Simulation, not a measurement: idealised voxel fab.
This section sets out a process module, namely voxel wiring stack.
Xsec cut, 290 nm wide, square cell size 5 nm.
Cross-section layout: square cells on a grid; listed as bands, top to bottom; a band spans one or more cell rows. Within each band entry, the heights of the top and of the bottom of the band appear first, in that order and in nm; the materials of the band then follow from left to right, each with its corresponding width in nm. The designation "full width" on a single material indicates that it fills the band from edge to edge; the designation "air" indicates empty space. The reference from which all heights are counted is 0, the level beneath which the as-received wafer is entirely one material; the lowest band, having no lower bound, proceeds downward and is written after the example "0 -> down". Think of "30->40" as a width that walks from the first number to the second as you go down the band, top row to bottom row, taking equal-sized steps from row to row. "all unchanged" (step): cross-section cells unchanged, all of them. "Fully enclosed voids" means: voids of 8 cells or more that are shut off from the top with no open way through. Written width x height at distance, distance from the left edge, in nm. Heads up: the bit after the settings on a step's line is the simulator's remark on that step. overlay nm: for a step with a mask, the amount by which the mask lay right of where it was planned; a negative amount means left of it.

# plan
1) RECEIVE: material Si
2) CONFORMAL_DEP: material SiO2, thk nm 15
3) CONFORMAL_DEP: material SiCN, thk nm 5
4) DIRECTIONAL_DEP: material lowk, thk nm 20
5) DIRECTIONAL_DEP: material aC, thk nm 10
6) PATTERN: tone open, mask id METAL_1, material resist, width nm 30, pitch nm 45, thk nm 25, overlay nm 0
7) DIRECTIONAL_ETCH: etch materials aC, depth nm 10
8) STRIP: etch materials resist
9) DIRECTIONAL_ETCH: etch materials lowk, depth nm 20
10) DIRECTIONAL_ETCH: etch materials SiCN, depth nm 5
11) STRIP: etch materials aC
12) CONFORMAL_DEP: material TiN, thk nm 5
13) FILL_DEP: material Cu, thk nm 10
14) CMP: height nm 40
15) CONFORMAL_DEP: material SiCN, thk nm 5
16) DIRECTIONAL_DEP: material SiO2, thk nm 15
17) PATTERN: tone open, mask id PLUG_1, material resist, width nm 15, pitch nm 45, thk nm 15, overlay nm 0
18) DIRECTIONAL_ETCH: etch materials SiO2, depth nm 15
19) DIRECTIONAL_ETCH: etch materials SiCN, depth nm 5
20) STRIP: etch materials resist
21) EPI: material Ru, thk nm 10
22) EPI: material Ru, thk nm 10
23) CONFORMAL_DEP: material SiCN, thk nm 5
24) DIRECTIONAL_DEP: material lowk, thk nm 20
25) MASKED_ETCH: tone open, mask id METAL_2, width nm 30, pitch nm 45, etch materials lowk, depth nm 20, overlay nm 0
26) MASKED_ETCH: tone open, mask id METAL_2, width nm 30, pitch nm 45, etch materials SiCN, depth nm 5, overlay nm 0
27) CONFORMAL_DEP: material TiN, thk nm 5
28) FILL_DEP: material W, thk nm 10
29) CMP: height nm 85
30) CONFORMAL_DEP: material SiCN, thk nm 5
31) DIRECTIONAL_DEP: material lowk, thk nm 25
32) PATTERN: tone open, mask id METAL_3_HOLES, material resist, width nm 15, pitch nm 90, thk nm 15, overlay nm 0
33) DIRECTIONAL_ETCH: etch materials lowk, depth nm 25
34) STRIP: etch materials resist
35) DIRECTIONAL_DEP: material aC, thk nm 15
36) PATTERN: tone open, mask id METAL_3, material resist, width nm 30, pitch nm 45, thk nm 35, overlay nm 0
37) DIRECTIONAL_ETCH: etch materials aC, depth nm 15
38) STRIP: etch materials resist
39) DIRECTIONAL_ETCH: etch materials lowk, depth nm 15
40) DIRECTIONAL_ETCH: etch materials SiCN, depth nm 5
41) STRIP: etch materials aC
42) CONFORMAL_DEP: material TiN, thk nm 5
43) FILL_DEP: material Cu, thk nm 5
44) CMP: height nm 115
45) CONFORMAL_DEP: material SiCN, thk nm 5

# Cross-section of the wafer at receipt, which is the condition after step 1
* 0 -> down: Si full width
* Fully enclosed voids: none

# Starting wafer: above. Plan: above. Run: one mistake. Cross-section after the module: below
* 120 -> 115: SiCN full width
* 115 -> 105: 60 nm lowk  5 nm TiN  20 nm Cu  5 nm TiN  15 nm lowk  5 nm TiN  20 nm Cu  5 nm TiN  15 nm lowk  5 nm TiN  20 nm Cu  5 nm TiN  15 nm lowk  5 nm TiN  20 nm Cu  5 nm TiN  65 nm lowk
* 105 -> 100: 60 nm lowk  5 nm TiN  5 nm Cu  20 nm TiN  15 nm lowk  30 nm TiN  15 nm lowk  5 nm TiN  5 nm Cu  20 nm TiN  15 nm lowk  30 nm TiN  65 nm lowk
* 100 -> 90: 60 nm lowk  5 nm TiN  5 nm Cu  5 nm TiN  75 nm lowk  5 nm TiN  5 nm Cu  5 nm TiN  125 nm lowk
* 90 -> 85: 60 nm SiCN  15 nm TiN  75 nm SiCN  15 nm TiN  125 nm SiCN
* 85 -> 65: 60 nm lowk  5 nm TiN  20 nm W  5 nm TiN  15 nm lowk  5 nm TiN  20 nm W  5 nm TiN  15 nm lowk  5 nm TiN  20 nm W  5 nm TiN  15 nm lowk  5 nm TiN  20 nm W  5 nm TiN  65 nm lowk
* 65 -> 60: 60 nm SiCN  30 nm TiN  15 nm SiCN  30 nm TiN  15 nm SiCN  30 nm TiN  15 nm SiCN  30 nm TiN  65 nm SiCN
* 60 -> 45: 60 nm SiO2  15 nm Ru  30 nm SiO2  15 nm Ru  30 nm SiO2  15 nm Ru  30 nm SiO2  15 nm Ru  80 nm SiO2
* 45 -> 40: 60 nm SiCN  15 nm Ru  30 nm SiCN  15 nm Ru  30 nm SiCN  15 nm Ru  30 nm SiCN  15 nm Ru  80 nm SiCN
* 40 -> 20: 65 nm lowk  5 nm TiN  15 nm Cu  5 nm TiN  20 nm lowk  5 nm TiN  15 nm Cu  5 nm TiN  20 nm lowk  5 nm TiN  15 nm Cu  5 nm TiN  20 nm lowk  5 nm TiN  15 nm Cu  5 nm TiN  65 nm lowk
* 20 -> 15: 65 nm SiCN  25 nm TiN  20 nm SiCN  25 nm TiN  20 nm SiCN  25 nm TiN  20 nm SiCN  25 nm TiN  65 nm SiCN
* 15 -> 0: SiO2 full width
* 0 -> down: Si full width
* Fully enclosed voids: none
What was done differently from what was planned? planned and actual differ for step 6; actual: PATTERN: tone open, mask id METAL_1, material resist, width nm 25, pitch nm 45, thk nm 25, overlay nm 0
